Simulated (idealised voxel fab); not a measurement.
Process module in this document: voxel self aligned contacts
The cross-section shown here is cut; it is 160 nm wide and divided into square cells measuring 5 nm on a side.
The cross-sections in this document take the form of a grid made of square cells. They are written out as bands, in order from top to bottom. Each band consists of one or more rows of cells.
Band entry format. Leading values: height of top, height of bottom, nm. Remainder: materials in left-to-right order, each with its width in nm. Special words: "throughout" on a single material, which then fills the band edge to edge; "blank", empty space.
The reference from which all heights are counted is 0, the level beneath which the as-received wafer is entirely one material; the lowest band, having no lower bound, proceeds downward and is written after the example "0 down".
The width entry "30 to 40" should be interpreted row by row: the top row of cells in the band takes the first number, the bottom row takes the second number, and the change between adjacent rows is uniform throughout.
"left unchanged" for a step: no cell of the cross-section changed in that step.
So "Unvented voids" is basically the list of trapped voids: any empty space of 8 cells or more that can't reach the top through an opening. They're written width x height at distance, the distance being from the left edge, and it's all nm.
If you see something after the settings on a step's line, that's the simulator's own remark about that step.
Each step line may optionally specify "overlay nm", which for a step with a mask gives the rightward distance between the mask's planned place and where it lay, a negative value indicating the leftward direction.

### Listed below are the process steps as planned
1. RECEIVE: material Si
2. CONFORMAL_DEP: material SiO2, thk nm 5
3. DIRECTIONAL_DEP: material polySi, thk nm 30
4. DIRECTIONAL_DEP: material SiN, thk nm 20
5. MASKED_ETCH: tone cover, mask id GATE, width nm 30, pitch nm 60, etch materials SiN, depth nm 20, overlay nm 0
6. MASKED_ETCH: tone cover, mask id GATE, width nm 30, pitch nm 60, etch materials polySi, depth nm 30, overlay nm 0
7. CONFORMAL_DEP: material SiN, thk nm 5
8. DIRECTIONAL_ETCH: etch materials SiN, depth nm 5
9. FILL_DEP: material SiO2, thk nm 20
10. CMP: height nm 65
11. DIRECTIONAL_DEP: material aC, thk nm 10
12. PATTERN: tone open, mask id CONTACT, material resist, width nm 40, thk nm 25, overlay nm 0
13. DIRECTIONAL_ETCH: etch materials aC, depth nm 10
14. STRIP: etch materials resist
15. DIRECTIONAL_ETCH: etch materials SiO2, depth nm 65
16. STRIP: etch materials aC
17. CONFORMAL_DEP: material TiN, thk nm 5
18. FILL_DEP: material Ru, thk nm 5
19. CMP: height nm 65
20. CONFORMAL_DEP: material SiCN, thk nm 5

### Incoming wafer, cross-sectional view, post step 1
> 0 down | Si throughout
> Unvented voids: none

### The module was run from the start shown above using the plan shown above, but one mistake was made doing it; the resulting wafer cross-section is below
> 70 to 65 | SiCN throughout
> 65 to 55 | 60 of SiO2, 5 to 10 of TiN, 30 to 20 of Ru, 5 to 10 of TiN, 60 of SiO2
> 55 to 40 | 35 of SiO2, 30 of SiN, 5 of TiN, 20 of Ru, 5 of TiN, 30 of SiN, 35 of SiO2
> 40 to 35 | 35 of SiO2, 30 of SiN, 10 of TiN, 10 of Ru, 10 of TiN, 30 of SiN, 35 of SiO2
> 35 to 5 | 30 of SiO2, 5 of SiN, 30 of polySi, 5 of SiN, 5 of TiN, 10 of Ru, 5 of TiN, 5 of SiN, 30 of polySi, 5 of SiN, 30 of SiO2
> 5 to 0 | 70 of SiO2, 20 of TiN, 70 of SiO2
> 0 down | Si throughout
> Unvented voids: none
The mistake made against the process plan was this: not per plan at step 5, really ran MASKED_ETCH: tone cover, mask id GATE, width nm 20, pitch nm 60, etch materials SiN, depth nm 20, overlay nm 0
